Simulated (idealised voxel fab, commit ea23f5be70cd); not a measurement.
This section sets out a process module, namely voxel wiring stack.
It is cross-section cut that appears here, measuring 260 nm in width, its square cells being 5 nm in size.
Square cells in a grid make up a cross-section in this document, and the grid is given as bands, listed from the top down, each one or more rows of cells.
Top, bottom (nm), then materials left to right with widths (nm); lone material tagged "all across" fills the whole band edge to edge; "empty" = empty space.
Height reference: 0 = level under which incoming wafer is all one material. Lowest band: no bottom, runs on downward, e.g. "0 -> down".
The expression "30..40" gives the width at the extremes of the band, the first number at its top row of cells and the second at its bottom row, with the width changing by equal amounts from each row to the next in between.
"nothing got changed" (step): cross-section cells unchanged, all of them.
The label "Sealed internal voids" introduces a list of the empty spaces, 8 cells or larger, that have no open way up to the top; each entry in it reads width x height at distance, where the distance is taken from the left edge and all three are stated in nm.
Note: text after step settings on the step line = simulator remark on that step.
A step's line can hold "overlay nm"; with a mask on that step, the setting says how far right of the planned place the mask lay, while a negative setting says it lay to the left.

**List of planned process steps**
1 RECEIVE with material Si
2 CONFORMAL_DEP with material SiO2, thk nm 10
3 CONFORMAL_DEP with material SiCN, thk nm 5
4 DIRECTIONAL_DEP with material SiO2, thk nm 25
5 MASKED_ETCH with tone open, mask id METAL_1, width nm 30, pitch nm 55, etch materials SiO2, depth nm 25, overlay nm 0
6 MASKED_ETCH with tone open, mask id METAL_1, width nm 30, pitch nm 55, etch materials SiCN, depth nm 5, overlay nm 0
7 CONFORMAL_DEP with material TiN, thk nm 5
8 FILL_DEP with material Cu, thk nm 5
9 CMP with height nm 40
10 CONFORMAL_DEP with material SiCN, thk nm 5
11 DIRECTIONAL_DEP with material SiO2, thk nm 35
12 PATTERN with tone open, mask id METAL_2_HOLES, material resist, width nm 15, pitch nm 55, thk nm 15, overlay nm 0
13 DIRECTIONAL_ETCH with etch materials SiO2, depth nm 35
14 STRIP with etch materials resist
15 PATTERN with tone open, mask id METAL_2, material resist, width nm 30, pitch nm 55, thk nm 20, overlay nm 0
16 DIRECTIONAL_ETCH with etch materials SiO2, depth nm 20
17 DIRECTIONAL_ETCH with etch materials SiCN, depth nm 5
18 STRIP with etch materials resist
19 CONFORMAL_DEP with material TiN, thk nm 5
20 FILL_DEP with material Ru, thk nm 5
21 CMP with height nm 80
22 CONFORMAL_DEP with material SiCN, thk nm 5
23 DIRECTIONAL_DEP with material SiO2, thk nm 25
24 PATTERN with tone open, mask id METAL_3, material resist, width nm 30, pitch nm 55, thk nm 15, overlay nm 0
25 DIRECTIONAL_ETCH with etch materials SiO2, depth nm 15
26 STRIP with etch materials resist
27 PATTERN with tone open, mask id METAL_3_HOLES, material resist, width nm 15, pitch nm 55, thk nm 20, overlay nm 0
28 DIRECTIONAL_ETCH with etch materials SiO2, depth nm 10
29 DIRECTIONAL_ETCH with etch materials SiCN, depth nm 5
30 STRIP with etch materials resist
31 CONFORMAL_DEP with material TiN, thk nm 5
32 FILL_DEP with material Ru, thk nm 5
33 CMP with height nm 110
34 CONFORMAL_DEP with material SiCN, thk nm 5

**First wafer out of two, processed as planned**

**Cross-section: wafer on arrival = after step 1**
* 0 -> down: Si all across
* Sealed internal voids: none

**Wafer after step 2 (cross-section)**
* 10 -> 0: SiO2 all across
* Nothing below the height 0 has changed.

**Wafer after step 3 (cross-section)**
* 15 -> 10: SiCN all across
* Nothing below the height 10 has changed.

**Wafer after step 4 (cross-section)**
* 40 -> 15: SiO2 all across
* Nothing below the height 15 has changed.

**Wafer after step 5 (cross-section)**
* 40 -> 15: SiO2 30  empty 30  SiO2 25  empty 30  SiO2 25  empty 30  SiO2 25  empty 30  SiO2 35
* Nothing below the height 15 has changed.

**Wafer after step 6 (cross-section)**
* 40 -> 15: SiO2 30  empty 30  SiO2 25  empty 30  SiO2 25  empty 30  SiO2 25  empty 30  SiO2 35
* 15 -> 10: SiCN 30  empty 30  SiCN 25  empty 30  SiCN 25  empty 30  SiCN 25  empty 30  SiCN 35
* Nothing below the height 10 has changed.

**Wafer after step 7 (cross-section)**
* 45 -> 40: TiN 35  empty 20  TiN 35  empty 20  TiN 35  empty 20  TiN 35  empty 20  TiN 40
* 40 -> 15: SiO2 30  TiN 5  empty 20  TiN 5  SiO2 25  TiN 5  empty 20  TiN 5  SiO2 25  TiN 5  empty 20  TiN 5  SiO2 25  TiN 5  empty 20  TiN 5  SiO2 35
* 15 -> 10: SiCN 30  TiN 30  SiCN 25  TiN 30  SiCN 25  TiN 30  SiCN 25  TiN 30  SiCN 35
* Nothing below the height 10 has changed.

**Wafer after step 8 (cross-section)**
* 50 -> 45: Cu all across
* 45 -> 40: TiN 35  Cu 20  TiN 35  Cu 20  TiN 35  Cu 20  TiN 35  Cu 20  TiN 40
* 40 -> 15: SiO2 30  TiN 5  Cu 20  TiN 5  SiO2 25  TiN 5  Cu 20  TiN 5  SiO2 25  TiN 5  Cu 20  TiN 5  SiO2 25  TiN 5  Cu 20  TiN 5  SiO2 35
* Nothing below the height 15 has changed.

**Wafer after step 9 (cross-section)**
* 40 -> 15: SiO2 30  TiN 5  Cu 20  TiN 5  SiO2 25  TiN 5  Cu 20  TiN 5  SiO2 25  TiN 5  Cu 20  TiN 5  SiO2 25  TiN 5  Cu 20  TiN 5  SiO2 35
* Nothing below the height 15 has changed.

**Wafer after step 10 (cross-section)**
* 45 -> 40: SiCN all across
* Nothing below the height 40 has changed.

**Wafer after step 11 (cross-section)**
* 80 -> 45: SiO2 all across
* Nothing below the height 45 has changed.

**Wafer after step 12 (cross-section)**
* 95 -> 80: resist 30  empty 15  resist 40  empty 15  resist 40  empty 15  resist 40  empty 15  resist 50
* Nothing below the height 80 has changed.

**Wafer after step 13 (cross-section)**
* 95 -> 80: resist 30  empty 15  resist 40  empty 15  resist 40  empty 15  resist 40  empty 15  resist 50
* 80 -> 45: SiO2 30  empty 15  SiO2 40  empty 15  SiO2 40  empty 15  SiO2 40  empty 15  SiO2 50
* Nothing below the height 45 has changed.

**Wafer after step 14 (cross-section)**
* 80 -> 45: SiO2 30  empty 15  SiO2 40  empty 15  SiO2 40  empty 15  SiO2 40  empty 15  SiO2 50
* Nothing below the height 45 has changed.

**Wafer after step 15 (cross-section)**
* 100 -> 80: resist 30  empty 30  resist 25  empty 30  resist 25  empty 30  resist 25  empty 30  resist 35
* Nothing below the height 80 has changed.

**Wafer after step 16 (cross-section)**
* 100 -> 80: resist 30  empty 30  resist 25  empty 30  resist 25  empty 30  resist 25  empty 30  resist 35
* 80 -> 60: SiO2 30  empty 30  SiO2 25  empty 30  SiO2 25  empty 30  SiO2 25  empty 30  SiO2 35
* Nothing below the height 60 has changed.

**Wafer after step 17 (cross-section)**
* 100 -> 80: resist 30  empty 30  resist 25  empty 30  resist 25  empty 30  resist 25  empty 30  resist 35
* 80 -> 60: SiO2 30  empty 30  SiO2 25  empty 30  SiO2 25  empty 30  SiO2 25  empty 30  SiO2 35
* 60 -> 45: SiO2 30  empty 15  SiO2 40  empty 15  SiO2 40  empty 15  SiO2 40  empty 15  SiO2 50
* 45 -> 40: SiCN 30  empty 15  SiCN 40  empty 15  SiCN 40  empty 15  SiCN 40  empty 15  SiCN 50
* Nothing below the height 40 has changed.

**Wafer after step 18 (cross-section)**
* 80 -> 60: SiO2 30  empty 30  SiO2 25  empty 30  SiO2 25  empty 30  SiO2 25  empty 30  SiO2 35
* Nothing below the height 60 has changed.

**Wafer after step 19 (cross-section)**
* 85 -> 80: TiN 35  empty 20  TiN 35  empty 20  TiN 35  empty 20  TiN 35  empty 20  TiN 40
* 80 -> 65: SiO2 30  TiN 5  empty 20  TiN 5  SiO2 25  TiN 5  empty 20  TiN 5  SiO2 25  TiN 5  empty 20  TiN 5  SiO2 25  TiN 5  empty 20  TiN 5  SiO2 35
* 65 -> 60: SiO2 30  TiN 5  empty 5  TiN 20  SiO2 25  TiN 5  empty 5  TiN 20  SiO2 25  TiN 5  empty 5  TiN 20  SiO2 25  TiN 5  empty 5  TiN 20  SiO2 35
* 60 -> 45: SiO2 30  TiN 5  empty 5  TiN 5  SiO2 40  TiN 5  empty 5  TiN 5  SiO2 40  TiN 5  empty 5  TiN 5  SiO2 40  TiN 5  empty 5  TiN 5  SiO2 50
* 45 -> 40: SiCN 30  TiN 15  SiCN 40  TiN 15  SiCN 40  TiN 15  SiCN 40  TiN 15  SiCN 50
* Nothing below the height 40 has changed.

**Wafer after step 20 (cross-section)**
* 90 -> 85: Ru all across
* 85 -> 80: TiN 35  Ru 20  TiN 35  Ru 20  TiN 35  Ru 20  TiN 35  Ru 20  TiN 40
* 80 -> 65: SiO2 30  TiN 5  Ru 20  TiN 5  SiO2 25  TiN 5  Ru 20  TiN 5  SiO2 25  TiN 5  Ru 20  TiN 5  SiO2 25  TiN 5  Ru 20  TiN 5  SiO2 35
* 65 -> 60: SiO2 30  TiN 5  Ru 5  TiN 20  SiO2 25  TiN 5  Ru 5  TiN 20  SiO2 25  TiN 5  Ru 5  TiN 20  SiO2 25  TiN 5  Ru 5  TiN 20  SiO2 35
* 60 -> 45: SiO2 30  TiN 5  Ru 5  TiN 5  SiO2 40  TiN 5  Ru 5  TiN 5  SiO2 40  TiN 5  Ru 5  TiN 5  SiO2 40  TiN 5  Ru 5  TiN 5  SiO2 50
* Nothing below the height 45 has changed.

**Wafer after step 21 (cross-section)**
* 80 -> 65: SiO2 30  TiN 5  Ru 20  TiN 5  SiO2 25  TiN 5  Ru 20  TiN 5  SiO2 25  TiN 5  Ru 20  TiN 5  SiO2 25  TiN 5  Ru 20  TiN 5  SiO2 35
* Nothing below the height 65 has changed.

**Wafer after step 22 (cross-section)**
* 85 -> 80: SiCN all across
* Nothing below the height 80 has changed.

**Wafer after step 23 (cross-section)**
* 110 -> 85: SiO2 all across
* Nothing below the height 85 has changed.

**Wafer after step 24 (cross-section)**
* 125 -> 110: resist 30  empty 30  resist 25  empty 30  resist 25  empty 30  resist 25  empty 30  resist 35
* Nothing below the height 110 has changed.

**Wafer after step 25 (cross-section)**
* 125 -> 110: resist 30  empty 30  resist 25  empty 30  resist 25  empty 30  resist 25  empty 30  resist 35
* 110 -> 95: SiO2 30  empty 30  SiO2 25  empty 30  SiO2 25  empty 30  SiO2 25  empty 30  SiO2 35
* Nothing below the height 95 has changed.

**Wafer after step 26 (cross-section)**
* 110 -> 95: SiO2 30  empty 30  SiO2 25  empty 30  SiO2 25  empty 30  SiO2 25  empty 30  SiO2 35
* Nothing below the height 95 has changed.

**Wafer after step 27 (cross-section)**
* 130 -> 110: resist 30  empty 15  resist 40  empty 15  resist 40  empty 15  resist 40  empty 15  resist 50
* 110 -> 95: SiO2 30  empty 15  resist 15  SiO2 25  empty 15  resist 15  SiO2 25  empty 15  resist 15  SiO2 25  empty 15  resist 15  SiO2 35
* Nothing below the height 95 has changed.

**Wafer after step 28 (cross-section)**
* 130 -> 110: resist 30  empty 15  resist 40  empty 15  resist 40  empty 15  resist 40  empty 15  resist 50
* 110 -> 95: SiO2 30  empty 15  resist 15  SiO2 25  empty 15  resist 15  SiO2 25  empty 15  resist 15  SiO2 25  empty 15  resist 15  SiO2 35
* 95 -> 85: SiO2 30  empty 15  SiO2 40  empty 15  SiO2 40  empty 15  SiO2 40  empty 15  SiO2 50
* Nothing below the height 85 has changed.

**Wafer after step 29 (cross-section)**
* 130 -> 110: resist 30  empty 15  resist 40  empty 15  resist 40  empty 15  resist 40  empty 15  resist 50
* 110 -> 95: SiO2 30  empty 15  resist 15  SiO2 25  empty 15  resist 15  SiO2 25  empty 15  resist 15  SiO2 25  empty 15  resist 15  SiO2 35
* 95 -> 85: SiO2 30  empty 15  SiO2 40  empty 15  SiO2 40  empty 15  SiO2 40  empty 15  SiO2 50
* 85 -> 80: SiCN 30  empty 15  SiCN 40  empty 15  SiCN 40  empty 15  SiCN 40  empty 15  SiCN 50
* Nothing below the height 80 has changed.

**Wafer after step 30 (cross-section)**
* 110 -> 95: SiO2 30  empty 30  SiO2 25  empty 30  SiO2 25  empty 30  SiO2 25  empty 30  SiO2 35
* Nothing below the height 95 has changed.

**Wafer after step 31 (cross-section)**
* 115 -> 110: TiN 35  empty 20  TiN 35  empty 20  TiN 35  empty 20  TiN 35  empty 20  TiN 40
* 110 -> 100: SiO2 30  TiN 5  empty 20  TiN 5  SiO2 25  TiN 5  empty 20  TiN 5  SiO2 25  TiN 5  empty 20  TiN 5  SiO2 25  TiN 5  empty 20  TiN 5  SiO2 35
* 100 -> 95: SiO2 30  TiN 5  empty 5  TiN 20  SiO2 25  TiN 5  empty 5  TiN 20  SiO2 25  TiN 5  empty 5  TiN 20  SiO2 25  TiN 5  empty 5  TiN 20  SiO2 35
* 95 -> 85: SiO2 30  TiN 5  empty 5  TiN 5  SiO2 40  TiN 5  empty 5  TiN 5  SiO2 40  TiN 5  empty 5  TiN 5  SiO2 40  TiN 5  empty 5  TiN 5  SiO2 50
* 85 -> 80: SiCN 30  TiN 15  SiCN 40  TiN 15  SiCN 40  TiN 15  SiCN 40  TiN 15  SiCN 50
* Nothing below the height 80 has changed.

**Wafer after step 32 (cross-section)**
* 120 -> 115: Ru all across
* 115 -> 110: TiN 35  Ru 20  TiN 35  Ru 20  TiN 35  Ru 20  TiN 35  Ru 20  TiN 40
* 110 -> 100: SiO2 30  TiN 5  Ru 20  TiN 5  SiO2 25  TiN 5  Ru 20  TiN 5  SiO2 25  TiN 5  Ru 20  TiN 5  SiO2 25  TiN 5  Ru 20  TiN 5  SiO2 35
* 100 -> 95: SiO2 30  TiN 5  Ru 5  TiN 20  SiO2 25  TiN 5  Ru 5  TiN 20  SiO2 25  TiN 5  Ru 5  TiN 20  SiO2 25  TiN 5  Ru 5  TiN 20  SiO2 35
* 95 -> 85: SiO2 30  TiN 5  Ru 5  TiN 5  SiO2 40  TiN 5  Ru 5  TiN 5  SiO2 40  TiN 5  Ru 5  TiN 5  SiO2 40  TiN 5  Ru 5  TiN 5  SiO2 50
* Nothing below the height 85 has changed.

**Wafer after step 33 (cross-section)**
* 110 -> 100: SiO2 30  TiN 5  Ru 20  TiN 5  SiO2 25  TiN 5  Ru 20  TiN 5  SiO2 25  TiN 5  Ru 20  TiN 5  SiO2 25  TiN 5  Ru 20  TiN 5  SiO2 35
* Nothing below the height 100 has changed.

**Wafer after step 34 (cross-section)**
* 115 -> 110: SiCN all across
* Nothing below the height 110 has changed.

**Second of two: same start, same plan, one run error; steps up to and including 26 match the first**

**Cross-section of the second wafer at the time by which step 27 should have been completed according to the plan**
* 130 -> 110: empty 30  resist 15  empty 40  resist 15  empty 40  resist 15  empty 40  resist 15  empty 50
* 110 -> 95: SiO2 30  resist 15  empty 15  SiO2 25  resist 15  empty 15  SiO2 25  resist 15  empty 15  SiO2 25  resist 15  empty 15  SiO2 35
* Nothing below the height 95 has changed.

**Cross-section of the second wafer at the time by which step 28 should have been completed according to the plan**
* 130 -> 100: empty 30  resist 15  empty 40  resist 15  empty 40  resist 15  empty 40  resist 15  empty 50
* 100 -> 95: SiO2 30  resist 15  empty 15  SiO2 25  resist 15  empty 15  SiO2 25  resist 15  empty 15  SiO2 25  resist 15  empty 15  SiO2 35
* 95 -> 85: SiO2 45  empty 15  SiO2 40  empty 15  SiO2 40  empty 15  SiO2 40  empty 15  SiO2 35
* Nothing below the height 85 has changed.

**Cross-section of the second wafer at the time by which step 29 should have been completed according to the plan**
* 130 -> 100: empty 30  resist 15  empty 40  resist 15  empty 40  resist 15  empty 40  resist 15  empty 50
* 100 -> 95: SiO2 30  resist 15  empty 15  SiO2 25  resist 15  empty 15  SiO2 25  resist 15  empty 15  SiO2 25  resist 15  empty 15  SiO2 35
* 95 -> 85: SiO2 45  empty 15  SiO2 40  empty 15  SiO2 40  empty 15  SiO2 40  empty 15  SiO2 35
* 85 -> 80: SiCN 45  empty 15  SiCN 40  empty 15  SiCN 40  empty 15  SiCN 40  empty 15  SiCN 35
* Nothing below the height 80 has changed.

**Cross-section of the second wafer at the time by which step 30 should have been completed according to the plan**
* 100 -> 95: SiO2 30  empty 30  SiO2 25  empty 30  SiO2 25  empty 30  SiO2 25  empty 30  SiO2 35
* Nothing below the height 95 has changed.

**Cross-section of the second wafer at the time by which step 31 should have been completed according to the plan**
* 105 -> 100: TiN 35  empty 20  TiN 35  empty 20  TiN 35  empty 20  TiN 35  empty 20  TiN 40
* 100 -> 95: SiO2 30  TiN 20  empty 5  TiN 5  SiO2 25  TiN 20  empty 5  TiN 5  SiO2 25  TiN 20  empty 5  TiN 5  SiO2 25  TiN 20  empty 5  TiN 5  SiO2 35
* 95 -> 85: SiO2 45  TiN 5  empty 5  TiN 5  SiO2 40  TiN 5  empty 5  TiN 5  SiO2 40  TiN 5  empty 5  TiN 5  SiO2 40  TiN 5  empty 5  TiN 5  SiO2 35
* 85 -> 80: SiCN 45  TiN 15  SiCN 40  TiN 15  SiCN 40  TiN 15  SiCN 40  TiN 15  SiCN 35
* Nothing below the height 80 has changed.

**Cross-section of the second wafer at the time by which step 32 should have been completed according to the plan**
* 110 -> 105: Ru all across
* 105 -> 100: TiN 35  Ru 20  TiN 35  Ru 20  TiN 35  Ru 20  TiN 35  Ru 20  TiN 40
* 100 -> 95: SiO2 30  TiN 20  Ru 5  TiN 5  SiO2 25  TiN 20  Ru 5  TiN 5  SiO2 25  TiN 20  Ru 5  TiN 5  SiO2 25  TiN 20  Ru 5  TiN 5  SiO2 35
* 95 -> 85: SiO2 45  TiN 5  Ru 5  TiN 5  SiO2 40  TiN 5  Ru 5  TiN 5  SiO2 40  TiN 5  Ru 5  TiN 5  SiO2 40  TiN 5  Ru 5  TiN 5  SiO2 35
* Nothing below the height 85 has changed.

Cross-section of the second wafer at the time by which step 33 should have been completed according to the plan: nothing got changed

**Cross-section of the second wafer at the time by which step 34 should have been completed according to the plan**
* 115 -> 110: SiCN all across
* Nothing below the height 110 has changed.
The plan and the run diverged here: step 27 went in with a setting other than planned; the actual run was PATTERN with tone cover, mask id METAL_3_HOLES, material resist, width nm 15, pitch nm 55, thk nm 20, overlay nm 0
at the end the second wafer has, in cells: Ru +36; SiO2 -56; TiN +20
